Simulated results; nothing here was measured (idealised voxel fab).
The process module presented herein is designated voxel capacitor over wiring.
Cross-sectional view cut (width: 215 nm; square cell size: 5 nm).
Cross-section format: a grid of square cells, given as bands from top to bottom; each band is one or more rows of cells. Within each band entry, the heights of the top and of the bottom of the band appear first, in that order and in nm; the materials of the band then follow from left to right, each with its corresponding width in nm. The designation "all across" on a single material indicates that it fills the band from edge to edge; the designation "empty" indicates empty space. We count height from 0. Below that, the starting wafer is all one material. The lowest band never ends at the bottom but goes on down; see "from 0 down" for how that is written. When a width is written as two numbers, as in "30->40", the first number is the width in the top row of cells of the band and the second is the width in its bottom row, and the width changes by the same amount from each row to the next. Given "remained the same" for a step, no cell of the cross-section differs between before and after that step. "Voids lacking openings" enumerates empty spaces isolated from the top, with no open way to it, that contain at least 8 cells, giving each as width x height at distance from the left edge, all three in nm. Post-settings text on a step line: simulator's own remark regarding the step. "overlay nm", when on a step's line for a step with a mask, measures how far to the right of its planned place the mask lay; a negative measure means to the left.

-- Planned step list for the process
1,RECEIVE, material Si
2,CONFORMAL_DEP, material SiO2, thk nm 10
3,DIRECTIONAL_DEP, material TiN, thk nm 5
4,DIRECTIONAL_DEP, material W, thk nm 15
5,PATTERN, tone cover, mask id METAL_1, material resist, width nm 25, pitch nm 95, thk nm 20, overlay nm 0
6,DIRECTIONAL_ETCH, etch materials W, depth nm 15
7,DIRECTIONAL_ETCH, etch materials TiN, depth nm 5
8,STRIP, etch materials resist
9,CONFORMAL_DEP, material SiN, thk nm 5
10,FILL_DEP, material lowk, thk nm 5
11,CMP, height nm 30
12,CONFORMAL_DEP, material SiCN, thk nm 5
13,DIRECTIONAL_DEP, material lowk, thk nm 10
14,PATTERN, tone open, mask id PLUG_1, material resist, width nm 15, thk nm 20, overlay nm 0
15,DIRECTIONAL_ETCH, etch materials lowk, depth nm 10
16,DIRECTIONAL_ETCH, etch materials SiCN, depth nm 5
17,STRIP, etch materials resist
18,CONFORMAL_DEP, material TiN, thk nm 5
19,FILL_DEP, material Ru, thk nm 10
20,CMP, height nm 45
21,DIRECTIONAL_DEP, material TiN, thk nm 10
22,DIRECTIONAL_DEP, material SiN, thk nm 5
23,DIRECTIONAL_DEP, material TiN, thk nm 5
24,MASKED_ETCH, tone cover, mask id UPPER_PLATE, width nm 75, etch materials TiN, depth nm 5, overlay nm 0
25,MASKED_ETCH, tone cover, mask id UPPER_PLATE, width nm 75, etch materials SiN, depth nm 5, overlay nm 0
26,DIRECTIONAL_DEP, material aC, thk nm 10
27,PATTERN, tone cover, mask id LOWER_PLATE, material resist, width nm 85, thk nm 30, overlay nm 0
28,DIRECTIONAL_ETCH, etch materials aC, depth nm 10
29,STRIP, etch materials resist
30,DIRECTIONAL_ETCH, etch materials TiN, depth nm 10
31,STRIP, etch materials aC
32,FILL_DEP, material SiO2, thk nm 15
33,CMP, height nm 75
34,PATTERN, tone open, mask id PLUG_2, material resist, width nm 15, thk nm 20, overlay nm 0
35,DIRECTIONAL_ETCH, etch materials SiO2, depth nm 10
36,STRIP, etch materials resist
37,CONFORMAL_DEP, material TiN, thk nm 5
38,FILL_DEP, material Ru, thk nm 5
39,CMP, height nm 75
40,CONFORMAL_DEP, material SiCN, thk nm 5

-- Run as planned: first of two wafers

-- Cross-section of the incoming wafer, state after step 1
- from 0 down | Si all across
- Voids lacking openings: none

-- After step 2: wafer cross-section
- from 10 to 0 | SiO2 all across
- No changes below 0.

-- After step 3: wafer cross-section
- from 15 to 10 | TiN all across
- No changes below 10.

-- After step 4: wafer cross-section
- from 30 to 15 | W all across
- No changes below 15.

-- After step 5: wafer cross-section
- from 50 to 30 | empty (45) | resist (25) | empty (70) | resist (25) | empty (50)
- No changes below 30.

-- After step 6: wafer cross-section
- from 50 to 30 | empty (45) | resist (25) | empty (70) | resist (25) | empty (50)
- from 30 to 15 | empty (45) | W (25) | empty (70) | W (25) | empty (50)
- No changes below 15.

-- After step 7: wafer cross-section
- from 50 to 30 | empty (45) | resist (25) | empty (70) | resist (25) | empty (50)
- from 30 to 15 | empty (45) | W (25) | empty (70) | W (25) | empty (50)
- from 15 to 10 | empty (45) | TiN (25) | empty (70) | TiN (25) | empty (50)
- No changes below 10.

-- After step 8: wafer cross-section
- from 30 to 15 | empty (45) | W (25) | empty (70) | W (25) | empty (50)
- No changes below 15.

-- After step 9: wafer cross-section
- from 35 to 30 | empty (40) | SiN (35) | empty (60) | SiN (35) | empty (45)
- from 30 to 15 | empty (40) | SiN (5) | W (25) | SiN (5) | empty (60) | SiN (5) | W (25) | SiN (5) | empty (45)
- from 15 to 10 | SiN (45) | TiN (25) | SiN (70) | TiN (25) | SiN (50)
- No changes below 10.

-- After step 10: wafer cross-section
- from 40 to 35 | lowk all across
- from 35 to 30 | lowk (40) | SiN (35) | lowk (60) | SiN (35) | lowk (45)
- from 30 to 15 | lowk (40) | SiN (5) | W (25) | SiN (5) | lowk (60) | SiN (5) | W (25) | SiN (5) | lowk (45)
- No changes below 15.

-- After step 11: wafer cross-section
- from 30 to 15 | lowk (40) | SiN (5) | W (25) | SiN (5) | lowk (60) | SiN (5) | W (25) | SiN (5) | lowk (45)
- No changes below 15.

-- After step 12: wafer cross-section
- from 35 to 30 | SiCN all across
- No changes below 30.

-- After step 13: wafer cross-section
- from 45 to 35 | lowk all across
- No changes below 35.

-- After step 14: wafer cross-section
- from 65 to 45 | resist (55) | empty (15) | resist (145)
- No changes below 45.

-- After step 15: wafer cross-section
- from 65 to 45 | resist (55) | empty (15) | resist (145)
- from 45 to 35 | lowk (55) | empty (15) | lowk (145)
- No changes below 35.

-- After step 16: wafer cross-section
- from 65 to 45 | resist (55) | empty (15) | resist (145)
- from 45 to 35 | lowk (55) | empty (15) | lowk (145)
- from 35 to 30 | SiCN (55) | empty (15) | SiCN (145)
- No changes below 30.

-- After step 17: wafer cross-section
- from 45 to 35 | lowk (55) | empty (15) | lowk (145)
- No changes below 35.

-- After step 18: wafer cross-section
- from 50 to 45 | TiN (60) | empty (5) | TiN (150)
- from 45 to 35 | lowk (55) | TiN (5) | empty (5) | TiN (5) | lowk (145)
- from 35 to 30 | SiCN (55) | TiN (15) | SiCN (145)
- No changes below 30.

-- After step 19: wafer cross-section
- from 60 to 50 | Ru all across
- from 50 to 45 | TiN (60) | Ru (5) | TiN (150)
- from 45 to 35 | lowk (55) | TiN (5) | Ru (5) | TiN (5) | lowk (145)
- No changes below 35.

-- After step 20: wafer cross-section
- from 45 to 35 | lowk (55) | TiN (5) | Ru (5) | TiN (5) | lowk (145)
- No changes below 35.

-- After step 21: wafer cross-section
- from 55 to 45 | TiN all across
- No changes below 45.

-- After step 22: wafer cross-section
- from 60 to 55 | SiN all across
- No changes below 55.

-- After step 23: wafer cross-section
- from 65 to 60 | TiN all across
- No changes below 60.

-- After step 24: wafer cross-section
- from 65 to 60 | empty (55) | TiN (75) | empty (85)
- No changes below 60.

-- After step 25: wafer cross-section
- from 65 to 60 | empty (55) | TiN (75) | empty (85)
- from 60 to 55 | empty (55) | SiN (75) | empty (85)
- No changes below 55.

-- After step 26: wafer cross-section
- from 75 to 65 | empty (55) | aC (75) | empty (85)
- from 65 to 60 | aC (55) | TiN (75) | aC (85)
- from 60 to 55 | aC (55) | SiN (75) | aC (85)
- No changes below 55.

-- After step 27: wafer cross-section
- from 105 to 75 | empty (50) | resist (85) | empty (80)
- from 75 to 65 | empty (50) | resist (5) | aC (75) | resist (5) | empty (80)
- No changes below 65.

-- After step 28: wafer cross-section
- from 95 to 75 | empty (50) | resist (85) | empty (80)
- from 75 to 65 | empty (50) | resist (5) | aC (75) | resist (5) | empty (80)
- from 65 to 60 | empty (50) | aC (5) | TiN (75) | aC (5) | empty (80)
- from 60 to 55 | empty (50) | aC (5) | SiN (75) | aC (5) | empty (80)
- No changes below 55.

-- After step 29: wafer cross-section
- from 75 to 65 | empty (55) | aC (75) | empty (85)
- No changes below 65.

-- After step 30: wafer cross-section
- from 75 to 65 | empty (55) | aC (75) | empty (85)
- from 65 to 60 | empty (50) | aC (5) | TiN (75) | aC (5) | empty (80)
- from 60 to 55 | empty (50) | aC (5) | SiN (75) | aC (5) | empty (80)
- from 55 to 45 | empty (50) | TiN (85) | empty (80)
- No changes below 45.

-- After step 31: wafer cross-section
- from 65 to 60 | empty (55) | TiN (75) | empty (85)
- from 60 to 55 | empty (55) | SiN (75) | empty (85)
- No changes below 55.

-- After step 32: wafer cross-section
- from 80 to 65 | SiO2 all across
- from 65 to 60 | SiO2 (55) | TiN (75) | SiO2 (85)
- from 60 to 55 | SiO2 (55) | SiN (75) | SiO2 (85)
- from 55 to 45 | SiO2 (50) | TiN (85) | SiO2 (80)
- No changes below 45.

-- After step 33: wafer cross-section
- from 75 to 65 | SiO2 all across
- No changes below 65.

-- After step 34: wafer cross-section
- from 95 to 75 | resist (65) | empty (15) | resist (135)
- No changes below 75.

-- After step 35: wafer cross-section
- from 95 to 75 | resist (65) | empty (15) | resist (135)
- from 75 to 65 | SiO2 (65) | empty (15) | SiO2 (135)
- No changes below 65.

-- After step 36: wafer cross-section
- from 75 to 65 | SiO2 (65) | empty (15) | SiO2 (135)
- No changes below 65.

-- After step 37: wafer cross-section
- from 80 to 75 | TiN (70) | empty (5) | TiN (140)
- from 75 to 70 | SiO2 (65) | TiN (5) | empty (5) | TiN (5) | SiO2 (135)
- from 70 to 60 | SiO2 (65->55) | TiN (15->75) | SiO2 (135->85)
- No changes below 60.

-- After step 38: wafer cross-section
- from 85 to 80 | Ru all across
- from 80 to 75 | TiN (70) | Ru (5) | TiN (140)
- from 75 to 70 | SiO2 (65) | TiN (5) | Ru (5) | TiN (5) | SiO2 (135)
- No changes below 70.

-- After step 39: wafer cross-section
- from 75 to 70 | SiO2 (65) | TiN (5) | Ru (5) | TiN (5) | SiO2 (135)
- No changes below 70.

-- After step 40: wafer cross-section
- from 80 to 75 | SiCN all across
- No changes below 75.

-- Now the other wafer: same start, same recipe, but we messed up one thing when running it. Up to and including step 19 it's the same as the first one

Cross-sectional view of the second wafer at the intended end time of process step 20: remained the same

-- Cross-sectional view of the second wafer at the intended end time of process step 21
- from 70 to 60 | TiN all across
- No changes below 60.

-- Cross-sectional view of the second wafer at the intended end time of process step 22
- from 75 to 70 | SiN all across
- No changes below 70.

-- Cross-sectional view of the second wafer at the intended end time of process step 23
- from 80 to 75 | TiN all across
- No changes below 75.

-- Cross-sectional view of the second wafer at the intended end time of process step 24
- from 80 to 75 | empty (55) | TiN (75) | empty (85)
- No changes below 75.

-- Cross-sectional view of the second wafer at the intended end time of process step 25
- from 80 to 75 | empty (55) | TiN (75) | empty (85)
- from 75 to 70 | empty (55) | SiN (75) | empty (85)
- No changes below 70.

-- Cross-sectional view of the second wafer at the intended end time of process step 26
- from 90 to 80 | empty (55) | aC (75) | empty (85)
- from 80 to 75 | aC (55) | TiN (75) | aC (85)
- from 75 to 70 | aC (55) | SiN (75) | aC (85)
- No changes below 70.

-- Cross-sectional view of the second wafer at the intended end time of process step 27
- from 120 to 90 | empty (50) | resist (85) | empty (80)
- from 90 to 80 | empty (50) | resist (5) | aC (75) | resist (5) | empty (80)
- No changes below 80.

-- Cross-sectional view of the second wafer at the intended end time of process step 28
- from 110 to 90 | empty (50) | resist (85) | empty (80)
- from 90 to 80 | empty (50) | resist (5) | aC (75) | resist (5) | empty (80)
- from 80 to 75 | empty (50) | aC (5) | TiN (75) | aC (5) | empty (80)
- from 75 to 70 | empty (50) | aC (5) | SiN (75) | aC (5) | empty (80)
- No changes below 70.

-- Cross-sectional view of the second wafer at the intended end time of process step 29
- from 90 to 80 | empty (55) | aC (75) | empty (85)
- No changes below 80.

-- Cross-sectional view of the second wafer at the intended end time of process step 30
- from 90 to 80 | empty (55) | aC (75) | empty (85)
- from 80 to 75 | empty (50) | aC (5) | TiN (75) | aC (5) | empty (80)
- from 75 to 70 | empty (50) | aC (5) | SiN (75) | aC (5) | empty (80)
- from 70 to 60 | empty (50) | TiN (85) | empty (80)
- No changes below 60.

-- Cross-sectional view of the second wafer at the intended end time of process step 31
- from 80 to 75 | empty (55) | TiN (75) | empty (85)
- from 75 to 70 | empty (55) | SiN (75) | empty (85)
- No changes below 70.

-- Cross-sectional view of the second wafer at the intended end time of process step 32
- from 95 to 80 | SiO2 all across
- from 80 to 75 | SiO2 (55) | TiN (75) | SiO2 (85)
- from 75 to 70 | SiO2 (55) | SiN (75) | SiO2 (85)
- from 70 to 60 | SiO2 (50) | TiN (85) | SiO2 (80)
- No changes below 60.

-- Cross-sectional view of the second wafer at the intended end time of process step 33
- from 75 to 70 | SiO2 (55) | SiN (75) | SiO2 (85)
- No changes below 70.

-- Cross-sectional view of the second wafer at the intended end time of process step 34
- from 95 to 75 | resist (65) | empty (15) | resist (135)
- No changes below 75.

Cross-sectional view of the second wafer at the intended end time of process step 35: remained the same

-- Cross-sectional view of the second wafer at the intended end time of process step 36
- from 75 to 70 | SiO2 (55) | SiN (75) | SiO2 (85)
- No changes below 70.

-- Cross-sectional view of the second wafer at the intended end time of process step 37
- from 80 to 75 | TiN all across
- No changes below 75.

-- Cross-sectional view of the second wafer at the intended end time of process step 38
- from 85 to 80 | Ru all across
- No changes below 80.

-- Cross-sectional view of the second wafer at the intended end time of process step 39
- from 75 to 70 | SiO2 (55) | SiN (75) | SiO2 (85)
- No changes below 70.

-- Cross-sectional view of the second wafer at the intended end time of process step 40
- from 80 to 75 | SiCN all across
- No changes below 75.
Misprocessing identified: step 20 was dropped from the plan's execution and never run
Wrapping up, a cell-based count of both wafers puts the second over or under the first for these materials: 86 more of Ru, 108 fewer of SiO2, 22 more of TiN
